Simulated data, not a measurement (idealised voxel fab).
process module | voxel spacer lines
cross-section cut | 240 nm wide | cells 5 nm
A cross-section is a grid of square cells, given in bands from the top down. A band is one or more rows of cells.
Each band's line starts with the height of the band's top and of its bottom, in nm. Then come its materials from left to right, each with its width in nm. One material with "throughout" fills the band from edge to edge. "air" is empty space.
Height 0 is the level under which the wafer as received is all one material. The lowest band goes on downwards, as in "0 down".
A width such as "30 to 40" changes by the same amount from each row of cells to the next, from the band's top row to its bottom row.
"no change" after a step means that no cell of the cross-section changed.
closed voids: empty space of 8 cells or more with no open way to the top, each as width x height at its distance from the left edge, in nm
after a step's settings: what the simulator itself notes on the step
overlay nm, on a step with a mask: how far to the right of its planned place the mask lay; to the left if negative
plan
1 op RECEIVE | material Si
2 op CONFORMAL_DEP | material Al2O3 | thk nm 10
3 op DIRECTIONAL_DEP | material polySi | thk nm 15
4 op DIRECTIONAL_DEP | material aC | thk nm 25
5 op PATTERN | tone cover | mask id MANDREL | material resist | width nm 25 | pitch nm 70 | thk nm 30 | overlay nm 0
6 op DIRECTIONAL_ETCH | etch materials aC | depth nm 25
7 op STRIP | etch materials resist
8 op CONFORMAL_DEP | material SiN | thk nm 10
9 op DIRECTIONAL_ETCH | etch materials SiN | depth nm 10
10 op STRIP | etch materials aC
11 op DIRECTIONAL_ETCH | etch materials polySi | depth nm 15
12 op STRIP | etch materials SiN
as received, after step 1
  0 down: Si throughout
  closed voids: none
first wafer at the end, as planned
  25 to 10: air 60 | polySi 10 | air 25 | polySi 10 | air 25 | polySi 10 | air 25 | polySi 10 | air 65
  10 to 0: Al2O3 throughout
  0 down: Si throughout
  closed voids: none
second wafer at the end: like start, like plan, one mistake
  40 to 25: air 60 | polySi 10 | air 25 | polySi 10 | air 25 | polySi 10 | air 25 | polySi 10 | air 65
  25 to 10: polySi throughout
  10 to 0: Al2O3 throughout
  0 down: Si throughout
  closed voids: none
what went wrong: step 3 was run twice
at the end the second wafer has, in cells: 144 more of polySi
